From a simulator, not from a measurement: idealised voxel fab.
Proc. module: voxel capacitor over wiring
FYI the section here is cut, 240 nm wide, cells are 5 nm squares.
In what follows, cross-sections appear as grids of square cells, described through bands that run from the top down, where every band is one or more rows of cells. Top height, bottom height, nm. Materials left to right, width each, nm. Single material + "all across" = fills band edge to edge. "air" = empty. Height 0 is the level under which the wafer as received is all one material. The lowest band goes on downwards, as in "0 and below". Think of "30->40" as a width that walks from the first number to the second as you go down the band, top row to bottom row, taking equal-sized steps from row to row. "no change occurred" after a step means that no cell of the cross-section changed. In the "Closed void list" entry, you get each enclosed empty space of 8 cells or more, one with no open way to the top, written width x height at distance, distance from the left edge, in nm. What comes after the settings on a step's line is commentary from the simulator itself on that step. What "overlay nm" on a step's line means: if the step has a mask, that mask lay this far to the right of its planned place, or, when the value is negative, to the left.

### The steps planned for the process are as follows
step 1: RECEIVE, material Si
step 2: CONFORMAL_DEP, material SiO2, thk nm 15
step 3: CONFORMAL_DEP, material SiN, thk nm 5
step 4: DIRECTIONAL_DEP, material SiO2, thk nm 15
step 5: MASKED_ETCH, tone open, mask id METAL_1, width nm 20, pitch nm 70, etch materials SiO2, depth nm 15, overlay nm 0
step 6: MASKED_ETCH, tone open, mask id METAL_1, width nm 20, pitch nm 70, etch materials SiN, depth nm 5, overlay nm 0
step 7: CONFORMAL_DEP, material TiN, thk nm 5
step 8: FILL_DEP, material W, thk nm 5
step 9: CMP, height nm 35
step 10: CONFORMAL_DEP, material SiCN, thk nm 5
step 11: DIRECTIONAL_DEP, material SiO2, thk nm 10
step 12: PATTERN, tone open, mask id PLUG_1, material resist, width nm 15, thk nm 20, overlay nm 0
step 13: DIRECTIONAL_ETCH, etch materials SiO2, depth nm 10
step 14: DIRECTIONAL_ETCH, etch materials SiCN, depth nm 5
step 15: STRIP, etch materials resist
step 16: CONFORMAL_DEP, material TiN, thk nm 5
step 17: FILL_DEP, material Cu, thk nm 5
step 18: CMP, height nm 50
step 19: DIRECTIONAL_DEP, material TiN, thk nm 5
step 20: DIRECTIONAL_DEP, material Al2O3, thk nm 5
step 21: DIRECTIONAL_DEP, material TiN, thk nm 5
step 22: MASKED_ETCH, tone cover, mask id UPPER_PLATE, width nm 55, etch materials TiN, depth nm 5, overlay nm 0
step 23: MASKED_ETCH, tone cover, mask id UPPER_PLATE, width nm 55, etch materials Al2O3, depth nm 5, overlay nm 0
step 24: DIRECTIONAL_DEP, material aC, thk nm 15
step 25: PATTERN, tone cover, mask id LOWER_PLATE, material resist, width nm 65, thk nm 35, overlay nm 0
step 26: DIRECTIONAL_ETCH, etch materials aC, depth nm 15
step 27: STRIP, etch materials resist
step 28: DIRECTIONAL_ETCH, etch materials TiN, depth nm 5
step 29: STRIP, etch materials aC
step 30: FILL_DEP, material SiO2, thk nm 20
step 31: CMP, height nm 80
step 32: MASKED_ETCH, tone open, mask id PLUG_2, width nm 15, etch materials SiO2, depth nm 15, overlay nm 0
step 33: CONFORMAL_DEP, material TiN, thk nm 5
step 34: FILL_DEP, material Cu, thk nm 5
step 35: CMP, height nm 80
step 36: CONFORMAL_DEP, material SiN, thk nm 5

### Cross-sectional view of the wafer in its as-received condition, corresponding to the state after step 1
* 0 and below  Si all across
* Closed void list: none

### The plan above was carried out on the starting structure above with one mistake, and this cross-section shows the wafer at the end of the module
* 85 down to 80  SiN all across
* 80 down to 70  SiO2=90 / TiN=5 / Cu=5 / TiN=5 / SiO2=135
* 70 down to 60  SiO2=90->80 / TiN=15->55 / SiO2=135->105
* 60 down to 55  SiO2=75 / TiN=65 / SiO2=100
* 55 down to 50  Al2O3 all across
* 50 down to 40  SiO2=80 / TiN=5 / Cu=5 / TiN=5 / SiO2=145
* 40 down to 35  SiCN=80 / TiN=15 / SiCN=145
* 35 down to 20  SiO2=75 / TiN=5 / W=10 / TiN=5 / SiO2=50 / TiN=5 / W=10 / TiN=5 / SiO2=75
* 20 down to 15  SiN=75 / TiN=20 / SiN=50 / TiN=20 / SiN=75
* 15 down to 0  SiO2 all across
* 0 and below  Si all across
* Closed void list: none
The mistake made against the process plan was this: transposition of steps 19 and 20 relative to the planned sequence
